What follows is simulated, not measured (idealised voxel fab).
Herein follows the process module entitled voxel wiring stack.
Each square cell in cross-section cut measures 5 nm, and the section as a whole is 170 nm wide.
Cross-section, as written here: a square-cell grid given band by band from the top down, where a band holds one or more rows of cells.
This entry defines a band. It first specifies the height of the band's top and the height of its bottom in nm, and then specifies the band's materials from left to right, stating each material with its width in nm. The word "full width" identifies a single material that fills the band from edge to edge, while the word "empty" identifies empty space.
Note: height 0 marks the level under which the wafer is uniformly one material as received. Lowest band unbounded below, written "0 nm and below".
It should be noted that a width expressed as "30 to 40" varies in equal increments from row to row of cells within the band, taking the value of the first number at the top row and that of the second number at the bottom row.
Step marked "remained unchanged"? Then no cell in the cross-section changed in it.
"Enclosed void listing" means: voids of 8 cells or more that are shut off from the top with no open way through. Written width x height at distance, distance from the left edge, in nm.
Note: text after step settings on the step line = simulator remark on that step.
overlay nm: how far to the right of its planned place the mask lay on this masked step (negative: to the left).
### Planned step list for the process
step 1: RECEIVE [material Si]
step 2: CONFORMAL_DEP [material SiO2] [thk nm 10]
step 3: CONFORMAL_DEP [material SiN] [thk nm 5]
step 4: DIRECTIONAL_DEP [material lowk] [thk nm 15]
step 5: PATTERN [tone open] [mask id METAL_1] [material resist] [width nm 20] [pitch nm 35] [thk nm 20] [overlay nm 0]
step 6: DIRECTIONAL_ETCH [etch materials lowk] [depth nm 15]
step 7: DIRECTIONAL_ETCH [etch materials SiN] [depth nm 5]
step 8: STRIP [etch materials resist]
step 9: CONFORMAL_DEP [material TiN] [thk nm 5]
step 10: FILL_DEP [material Ru] [thk nm 10]
step 11: CMP [height nm 30]
step 12: EPI [material Ru] [thk nm 5]
step 13: FILL_DEP [material SiCN] [thk nm 5]
step 14: DIRECTIONAL_DEP [material SiO2] [thk nm 10]
step 15: DIRECTIONAL_DEP [material aC] [thk nm 15]
step 16: PATTERN [tone open] [mask id PLUG_1] [material resist] [width nm 15] [pitch nm 35] [thk nm 35] [overlay nm 0]
step 17: DIRECTIONAL_ETCH [etch materials aC] [depth nm 15]
step 18: STRIP [etch materials resist]
step 19: DIRECTIONAL_ETCH [etch materials SiO2] [depth nm 10]
step 20: DIRECTIONAL_ETCH [etch materials SiCN] [depth nm 5]
step 21: STRIP [etch materials aC]
step 22: EPI [material Ru] [thk nm 10]
step 23: EPI [material Ru] [thk nm 5]
step 24: CONFORMAL_DEP [material SiN] [thk nm 5]
step 25: DIRECTIONAL_DEP [material lowk] [thk nm 15]
step 26: MASKED_ETCH [tone open] [mask id METAL_2] [width nm 20] [pitch nm 35] [etch materials lowk] [depth nm 15] [overlay nm 0]
step 27: MASKED_ETCH [tone open] [mask id METAL_2] [width nm 20] [pitch nm 35] [etch materials SiN] [depth nm 5] [overlay nm 0]
step 28: CONFORMAL_DEP [material TiN] [thk nm 5]
step 29: FILL_DEP [material W] [thk nm 5]
step 30: CMP [height nm 70]
step 31: EPI [material Ru] [thk nm 5]
step 32: FILL_DEP [material SiCN] [thk nm 5]
step 33: DIRECTIONAL_DEP [material SiO2] [thk nm 30]
step 34: MASKED_ETCH [tone open] [mask id METAL_3] [width nm 20] [pitch nm 35] [etch materials SiO2] [depth nm 15] [overlay nm 0]
step 35: PATTERN [tone open] [mask id METAL_3_HOLES] [material resist] [width nm 15] [pitch nm 35] [thk nm 15] [overlay nm 0]
step 36: DIRECTIONAL_ETCH [etch materials SiO2] [depth nm 15]
step 37: DIRECTIONAL_ETCH [etch materials SiCN] [depth nm 5]
step 38: STRIP [etch materials resist]
step 39: CONFORMAL_DEP [material TiN] [thk nm 5]
step 40: FILL_DEP [material Ru] [thk nm 10]
step 41: CMP [height nm 110]
step 42: CONFORMAL_DEP [material SiN] [thk nm 5]
### On the first of the two wafers: run conducted according to plan
### Cross-section: wafer on arrival = after step 1
> 0 nm and below  Si full width
> Enclosed void listing: none
### Cross-section: wafer state after step 2
> 10 nm to 0 nm  SiO2 full width
> Below 0 it's all the same as before, nothing changed down there.
### Cross-section: wafer state after step 3
> 15 nm to 10 nm  SiN full width
> Below 10 it's all the same as before, nothing changed down there.
### Cross-section: wafer state after step 4
> 30 nm to 15 nm  lowk full width
> Below 15 it's all the same as before, nothing changed down there.
### Cross-section: wafer state after step 5
> 50 nm to 30 nm  20 resist; 20 empty; 15 resist; 20 empty; 15 resist; 20 empty; 15 resist; 20 empty; 25 resist
> Below 30 it's all the same as before, nothing changed down there.
### Cross-section: wafer state after step 6
> 50 nm to 30 nm  20 resist; 20 empty; 15 resist; 20 empty; 15 resist; 20 empty; 15 resist; 20 empty; 25 resist
> 30 nm to 15 nm  20 lowk; 20 empty; 15 lowk; 20 empty; 15 lowk; 20 empty; 15 lowk; 20 empty; 25 lowk
> Below 15 it's all the same as before, nothing changed down there.
### Cross-section: wafer state after step 7
> 50 nm to 30 nm  20 resist; 20 empty; 15 resist; 20 empty; 15 resist; 20 empty; 15 resist; 20 empty; 25 resist
> 30 nm to 15 nm  20 lowk; 20 empty; 15 lowk; 20 empty; 15 lowk; 20 empty; 15 lowk; 20 empty; 25 lowk
> 15 nm to 10 nm  20 SiN; 20 empty; 15 SiN; 20 empty; 15 SiN; 20 empty; 15 SiN; 20 empty; 25 SiN
> Below 10 it's all the same as before, nothing changed down there.
### Cross-section: wafer state after step 8
> 30 nm to 15 nm  20 lowk; 20 empty; 15 lowk; 20 empty; 15 lowk; 20 empty; 15 lowk; 20 empty; 25 lowk
> Below 15 it's all the same as before, nothing changed down there.
### Cross-section: wafer state after step 9
> 35 nm to 30 nm  25 TiN; 10 empty; 25 TiN; 10 empty; 25 TiN; 10 empty; 25 TiN; 10 empty; 30 TiN
> 30 nm to 15 nm  20 lowk; 5 TiN; 10 empty; 5 TiN; 15 lowk; 5 TiN; 10 empty; 5 TiN; 15 lowk; 5 TiN; 10 empty; 5 TiN; 15 lowk; 5 TiN; 10 empty; 5 TiN; 25 lowk
> 15 nm to 10 nm  20 SiN; 20 TiN; 15 SiN; 20 TiN; 15 SiN; 20 TiN; 15 SiN; 20 TiN; 25 SiN
> Below 10 it's all the same as before, nothing changed down there.
### Cross-section: wafer state after step 10
> 45 nm to 35 nm  Ru full width
> 35 nm to 30 nm  25 TiN; 10 Ru; 25 TiN; 10 Ru; 25 TiN; 10 Ru; 25 TiN; 10 Ru; 30 TiN
> 30 nm to 15 nm  20 lowk; 5 TiN; 10 Ru; 5 TiN; 15 lowk; 5 TiN; 10 Ru; 5 TiN; 15 lowk; 5 TiN; 10 Ru; 5 TiN; 15 lowk; 5 TiN; 10 Ru; 5 TiN; 25 lowk
> Below 15 it's all the same as before, nothing changed down there.
### Cross-section: wafer state after step 11
> 30 nm to 15 nm  20 lowk; 5 TiN; 10 Ru; 5 TiN; 15 lowk; 5 TiN; 10 Ru; 5 TiN; 15 lowk; 5 TiN; 10 Ru; 5 TiN; 15 lowk; 5 TiN; 10 Ru; 5 TiN; 25 lowk
> Below 15 it's all the same as before, nothing changed down there.
### Cross-section: wafer state after step 12
> 35 nm to 30 nm  15 empty; 30 Ru; 5 empty; 30 Ru; 5 empty; 30 Ru; 5 empty; 30 Ru; 20 empty
> Below 30 it's all the same as before, nothing changed down there.
### Cross-section: wafer state after step 13
> 40 nm to 35 nm  SiCN full width
> 35 nm to 30 nm  15 SiCN; 30 Ru; 5 SiCN; 30 Ru; 5 SiCN; 30 Ru; 5 SiCN; 30 Ru; 20 SiCN
> Below 30 it's all the same as before, nothing changed down there.
### Cross-section: wafer state after step 14
> 50 nm to 40 nm  SiO2 full width
> Below 40 it's all the same as before, nothing changed down there.
### Cross-section: wafer state after step 15
> 65 nm to 50 nm  aC full width
> Below 50 it's all the same as before, nothing changed down there.
### Cross-section: wafer state after step 16
> 100 nm to 65 nm  20 resist; 15 empty; 20 resist; 15 empty; 20 resist; 15 empty; 20 resist; 15 empty; 30 resist
> Below 65 it's all the same as before, nothing changed down there.
### Cross-section: wafer state after step 17
> 85 nm to 65 nm  20 resist; 15 empty; 20 resist; 15 empty; 20 resist; 15 empty; 20 resist; 15 empty; 30 resist
> 65 nm to 50 nm  20 aC; 15 empty; 20 aC; 15 empty; 20 aC; 15 empty; 20 aC; 15 empty; 30 aC
> Below 50 it's all the same as before, nothing changed down there.
### Cross-section: wafer state after step 18
> 65 nm to 50 nm  20 aC; 15 empty; 20 aC; 15 empty; 20 aC; 15 empty; 20 aC; 15 empty; 30 aC
> Below 50 it's all the same as before, nothing changed down there.
### Cross-section: wafer state after step 19
> 65 nm to 50 nm  20 aC; 15 empty; 20 aC; 15 empty; 20 aC; 15 empty; 20 aC; 15 empty; 30 aC
> 50 nm to 40 nm  20 SiO2; 15 empty; 20 SiO2; 15 empty; 20 SiO2; 15 empty; 20 SiO2; 15 empty; 30 SiO2
> Below 40 it's all the same as before, nothing changed down there.
### Cross-section: wafer state after step 20
> 65 nm to 50 nm  20 aC; 15 empty; 20 aC; 15 empty; 20 aC; 15 empty; 20 aC; 15 empty; 30 aC
> 50 nm to 40 nm  20 SiO2; 15 empty; 20 SiO2; 15 empty; 20 SiO2; 15 empty; 20 SiO2; 15 empty; 30 SiO2
> 40 nm to 35 nm  20 SiCN; 15 empty; 20 SiCN; 15 empty; 20 SiCN; 15 empty; 20 SiCN; 15 empty; 30 SiCN
> Below 35 it's all the same as before, nothing changed down there.
### Cross-section: wafer state after step 21
> 50 nm to 40 nm  20 SiO2; 15 empty; 20 SiO2; 15 empty; 20 SiO2; 15 empty; 20 SiO2; 15 empty; 30 SiO2
> Below 40 it's all the same as before, nothing changed down there.
### Cross-section: wafer state after step 22
> 50 nm to 45 nm  20 SiO2; 15 empty; 20 SiO2; 15 empty; 20 SiO2; 15 empty; 20 SiO2; 15 empty; 30 SiO2
> 45 nm to 40 nm  20 SiO2; 15 Ru; 20 SiO2; 15 Ru; 20 SiO2; 15 Ru; 20 SiO2; 15 Ru; 30 SiO2
> 40 nm to 30 nm  20 to 15 SiCN; 15 to 30 Ru; 20 to 5 SiCN; 15 to 30 Ru; 20 to 5 SiCN; 15 to 30 Ru; 20 to 5 SiCN; 15 to 30 Ru; 30 to 20 SiCN
> Below 30 it's all the same as before, nothing changed down there.
### Cross-section: wafer state after step 23
> 50 nm to 40 nm  20 SiO2; 15 Ru; 20 SiO2; 15 Ru; 20 SiO2; 15 Ru; 20 SiO2; 15 Ru; 30 SiO2
> Below 40 it's all the same as before, nothing changed down there.
### Cross-section: wafer state after step 24
> 55 nm to 50 nm  SiN full width
> Below 50 it's all the same as before, nothing changed down there.
### Cross-section: wafer state after step 25
> 70 nm to 55 nm  lowk full width
> Below 55 it's all the same as before, nothing changed down there.
### Cross-section: wafer state after step 26
> 70 nm to 55 nm  20 lowk; 20 empty; 15 lowk; 20 empty; 15 lowk; 20 empty; 15 lowk; 20 empty; 25 lowk
> Below 55 it's all the same as before, nothing changed down there.
### Cross-section: wafer state after step 27
> 70 nm to 55 nm  20 lowk; 20 empty; 15 lowk; 20 empty; 15 lowk; 20 empty; 15 lowk; 20 empty; 25 lowk
> 55 nm to 50 nm  20 SiN; 20 empty; 15 SiN; 20 empty; 15 SiN; 20 empty; 15 SiN; 20 empty; 25 SiN
> Below 50 it's all the same as before, nothing changed down there.
### Cross-section: wafer state after step 28
> 75 nm to 70 nm  25 TiN; 10 empty; 25 TiN; 10 empty; 25 TiN; 10 empty; 25 TiN; 10 empty; 30 TiN
> 70 nm to 55 nm  20 lowk; 5 TiN; 10 empty; 5 TiN; 15 lowk; 5 TiN; 10 empty; 5 TiN; 15 lowk; 5 TiN; 10 empty; 5 TiN; 15 lowk; 5 TiN; 10 empty; 5 TiN; 25 lowk
> 55 nm to 50 nm  20 SiN; 20 TiN; 15 SiN; 20 TiN; 15 SiN; 20 TiN; 15 SiN; 20 TiN; 25 SiN
> Below 50 it's all the same as before, nothing changed down there.
### Cross-section: wafer state after step 29
> 80 nm to 75 nm  W full width
> 75 nm to 70 nm  25 TiN; 10 W; 25 TiN; 10 W; 25 TiN; 10 W; 25 TiN; 10 W; 30 TiN
> 70 nm to 55 nm  20 lowk; 5 TiN; 10 W; 5 TiN; 15 lowk; 5 TiN; 10 W; 5 TiN; 15 lowk; 5 TiN; 10 W; 5 TiN; 15 lowk; 5 TiN; 10 W; 5 TiN; 25 lowk
> Below 55 it's all the same as before, nothing changed down there.
### Cross-section: wafer state after step 30
> 70 nm to 55 nm  20 lowk; 5 TiN; 10 W; 5 TiN; 15 lowk; 5 TiN; 10 W; 5 TiN; 15 lowk; 5 TiN; 10 W; 5 TiN; 15 lowk; 5 TiN; 10 W; 5 TiN; 25 lowk
> Below 55 it's all the same as before, nothing changed down there.
### Cross-section: wafer state after step 31
> 75 nm to 70 nm  15 empty; 30 Ru; 5 empty; 30 Ru; 5 empty; 30 Ru; 5 empty; 30 Ru; 20 empty
> Below 70 it's all the same as before, nothing changed down there.
### Cross-section: wafer state after step 32
> 80 nm to 75 nm  SiCN full width
> 75 nm to 70 nm  15 SiCN; 30 Ru; 5 SiCN; 30 Ru; 5 SiCN; 30 Ru; 5 SiCN; 30 Ru; 20 SiCN
> Below 70 it's all the same as before, nothing changed down there.
### Cross-section: wafer state after step 33
> 110 nm to 80 nm  SiO2 full width
> Below 80 it's all the same as before, nothing changed down there.
### Cross-section: wafer state after step 34
> 110 nm to 95 nm  20 SiO2; 20 empty; 15 SiO2; 20 empty; 15 SiO2; 20 empty; 15 SiO2; 20 empty; 25 SiO2
> Below 95 it's all the same as before, nothing changed down there.
### Cross-section: wafer state after step 35
> 125 nm to 110 nm  20 resist; 15 empty; 20 resist; 15 empty; 20 resist; 15 empty; 20 resist; 15 empty; 30 resist
> 110 nm to 95 nm  20 SiO2; 15 empty; 5 resist; 15 SiO2; 15 empty; 5 resist; 15 SiO2; 15 empty; 5 resist; 15 SiO2; 15 empty; 5 resist; 25 SiO2
> Below 95 it's all the same as before, nothing changed down there.
### Cross-section: wafer state after step 36
> 125 nm to 110 nm  20 resist; 15 empty; 20 resist; 15 empty; 20 resist; 15 empty; 20 resist; 15 empty; 30 resist
> 110 nm to 95 nm  20 SiO2; 15 empty; 5 resist; 15 SiO2; 15 empty; 5 resist; 15 SiO2; 15 empty; 5 resist; 15 SiO2; 15 empty; 5 resist; 25 SiO2
> 95 nm to 80 nm  20 SiO2; 15 empty; 20 SiO2; 15 empty; 20 SiO2; 15 empty; 20 SiO2; 15 empty; 30 SiO2
> Below 80 it's all the same as before, nothing changed down there.
### Cross-section: wafer state after step 37
> 125 nm to 110 nm  20 resist; 15 empty; 20 resist; 15 empty; 20 resist; 15 empty; 20 resist; 15 empty; 30 resist
> 110 nm to 95 nm  20 SiO2; 15 empty; 5 resist; 15 SiO2; 15 empty; 5 resist; 15 SiO2; 15 empty; 5 resist; 15 SiO2; 15 empty; 5 resist; 25 SiO2
> 95 nm to 80 nm  20 SiO2; 15 empty; 20 SiO2; 15 empty; 20 SiO2; 15 empty; 20 SiO2; 15 empty; 30 SiO2
> 80 nm to 75 nm  20 SiCN; 15 empty; 20 SiCN; 15 empty; 20 SiCN; 15 empty; 20 SiCN; 15 empty; 30 SiCN
> Below 75 it's all the same as before, nothing changed down there.
### Cross-section: wafer state after step 38
> 110 nm to 95 nm  20 SiO2; 20 empty; 15 SiO2; 20 empty; 15 SiO2; 20 empty; 15 SiO2; 20 empty; 25 SiO2
> Below 95 it's all the same as before, nothing changed down there.
### Cross-section: wafer state after step 39
> 115 nm to 110 nm  25 TiN; 10 empty; 25 TiN; 10 empty; 25 TiN; 10 empty; 25 TiN; 10 empty; 30 TiN
> 110 nm to 100 nm  20 SiO2; 5 TiN; 10 empty; 5 TiN; 15 SiO2; 5 TiN; 10 empty; 5 TiN; 15 SiO2; 5 TiN; 10 empty; 5 TiN; 15 SiO2; 5 TiN; 10 empty; 5 TiN; 25 SiO2
> 100 nm to 95 nm  20 SiO2; 5 TiN; 5 empty; 10 TiN; 15 SiO2; 5 TiN; 5 empty; 10 TiN; 15 SiO2; 5 TiN; 5 empty; 10 TiN; 15 SiO2; 5 TiN; 5 empty; 10 TiN; 25 SiO2
> 95 nm to 80 nm  20 SiO2; 5 TiN; 5 empty; 5 TiN; 20 SiO2; 5 TiN; 5 empty; 5 TiN; 20 SiO2; 5 TiN; 5 empty; 5 TiN; 20 SiO2; 5 TiN; 5 empty; 5 TiN; 30 SiO2
> 80 nm to 75 nm  20 SiCN; 15 TiN; 20 SiCN; 15 TiN; 20 SiCN; 15 TiN; 20 SiCN; 15 TiN; 30 SiCN
> Below 75 it's all the same as before, nothing changed down there.
### Cross-section: wafer state after step 40
> 125 nm to 115 nm  Ru full width
> 115 nm to 110 nm  25 TiN; 10 Ru; 25 TiN; 10 Ru; 25 TiN; 10 Ru; 25 TiN; 10 Ru; 30 TiN
> 110 nm to 100 nm  20 SiO2; 5 TiN; 10 Ru; 5 TiN; 15 SiO2; 5 TiN; 10 Ru; 5 TiN; 15 SiO2; 5 TiN; 10 Ru; 5 TiN; 15 SiO2; 5 TiN; 10 Ru; 5 TiN; 25 SiO2
> 100 nm to 95 nm  20 SiO2; 5 TiN; 5 Ru; 10 TiN; 15 SiO2; 5 TiN; 5 Ru; 10 TiN; 15 SiO2; 5 TiN; 5 Ru; 10 TiN; 15 SiO2; 5 TiN; 5 Ru; 10 TiN; 25 SiO2
> 95 nm to 80 nm  20 SiO2; 5 TiN; 5 Ru; 5 TiN; 20 SiO2; 5 TiN; 5 Ru; 5 TiN; 20 SiO2; 5 TiN; 5 Ru; 5 TiN; 20 SiO2; 5 TiN; 5 Ru; 5 TiN; 30 SiO2
> Below 80 it's all the same as before, nothing changed down there.
### Cross-section: wafer state after step 41
> 110 nm to 100 nm  20 SiO2; 5 TiN; 10 Ru; 5 TiN; 15 SiO2; 5 TiN; 10 Ru; 5 TiN; 15 SiO2; 5 TiN; 10 Ru; 5 TiN; 15 SiO2; 5 TiN; 10 Ru; 5 TiN; 25 SiO2
> Below 100 it's all the same as before, nothing changed down there.
### Cross-section: wafer state after step 42
> 115 nm to 110 nm  SiN full width
> Below 110 it's all the same as before, nothing changed down there.
### Second wafer: same start and same plan as the first, one execution error; identical to the first through step 33
### Cross-sectional view of the second wafer at the intended end time of process step 34
> 110 nm to 95 nm  20 empty; 20 SiO2; 15 empty; 20 SiO2; 15 empty; 20 SiO2; 15 empty; 20 SiO2; 25 empty
> Below 95 it's all the same as before, nothing changed down there.
### Cross-sectional view of the second wafer at the intended end time of process step 35
> 125 nm to 110 nm  20 resist; 15 empty; 20 resist; 15 empty; 20 resist; 15 empty; 20 resist; 15 empty; 30 resist
> 110 nm to 95 nm  20 resist; 20 SiO2; 15 resist; 20 SiO2; 15 resist; 20 SiO2; 15 resist; 20 SiO2; 25 resist
> Below 95 it's all the same as before, nothing changed down there.
### Cross-sectional view of the second wafer at the intended end time of process step 36
> 125 nm to 110 nm  20 resist; 15 empty; 20 resist; 15 empty; 20 resist; 15 empty; 20 resist; 15 empty; 30 resist
> 110 nm to 95 nm  20 resist; 15 empty; 5 SiO2; 15 resist; 15 empty; 5 SiO2; 15 resist; 15 empty; 5 SiO2; 15 resist; 15 empty; 5 SiO2; 25 resist
> Below 95 it's all the same as before, nothing changed down there.
Cross-sectional view of the second wafer at the intended end time of process step 37: remained unchanged
### Cross-sectional view of the second wafer at the intended end time of process step 38
> 110 nm to 95 nm  35 empty; 5 SiO2; 30 empty; 5 SiO2; 30 empty; 5 SiO2; 30 empty; 5 SiO2; 25 empty
> Below 95 it's all the same as before, nothing changed down there.
### Cross-sectional view of the second wafer at the intended end time of process step 39
> 115 nm to 110 nm  30 empty; 15 TiN; 20 empty; 15 TiN; 20 empty; 15 TiN; 20 empty; 15 TiN; 20 empty
> 110 nm to 100 nm  30 empty; 5 TiN; 5 SiO2; 5 TiN; 20 empty; 5 TiN; 5 SiO2; 5 TiN; 20 empty; 5 TiN; 5 SiO2; 5 TiN; 20 empty; 5 TiN; 5 SiO2; 5 TiN; 20 empty
> 100 nm to 95 nm  35 TiN; 5 SiO2; 30 TiN; 5 SiO2; 30 TiN; 5 SiO2; 30 TiN; 5 SiO2; 25 TiN
> Below 95 it's all the same as before, nothing changed down there.
### Cross-sectional view of the second wafer at the intended end time of process step 40
> 125 nm to 115 nm  Ru full width
> 115 nm to 110 nm  30 Ru; 15 TiN; 20 Ru; 15 TiN; 20 Ru; 15 TiN; 20 Ru; 15 TiN; 20 Ru
> 110 nm to 100 nm  30 Ru; 5 TiN; 5 SiO2; 5 TiN; 20 Ru; 5 TiN; 5 SiO2; 5 TiN; 20 Ru; 5 TiN; 5 SiO2; 5 TiN; 20 Ru; 5 TiN; 5 SiO2; 5 TiN; 20 Ru
> Below 100 it's all the same as before, nothing changed down there.
### Cross-sectional view of the second wafer at the intended end time of process step 41
> 110 nm to 100 nm  30 Ru; 5 TiN; 5 SiO2; 5 TiN; 20 Ru; 5 TiN; 5 SiO2; 5 TiN; 20 Ru; 5 TiN; 5 SiO2; 5 TiN; 20 Ru; 5 TiN; 5 SiO2; 5 TiN; 20 Ru
> Below 100 it's all the same as before, nothing changed down there.
### Cross-sectional view of the second wafer at the intended end time of process step 42
> 115 nm to 110 nm  SiN full width
> Below 110 it's all the same as before, nothing changed down there.
Misprocessing identified: off-plan run, step 34, actual operation and settings MASKED_ETCH [tone cover] [mask id METAL_3] [width nm 20] [pitch nm 35] [etch materials SiO2] [depth nm 15] [overlay nm 0]
Counted in cells at the end, the second wafer holds more or fewer of these materials than the first: Ru: 12 more; SiCN: 12 more; SiO2: 6 fewer; TiN: 18 fewer
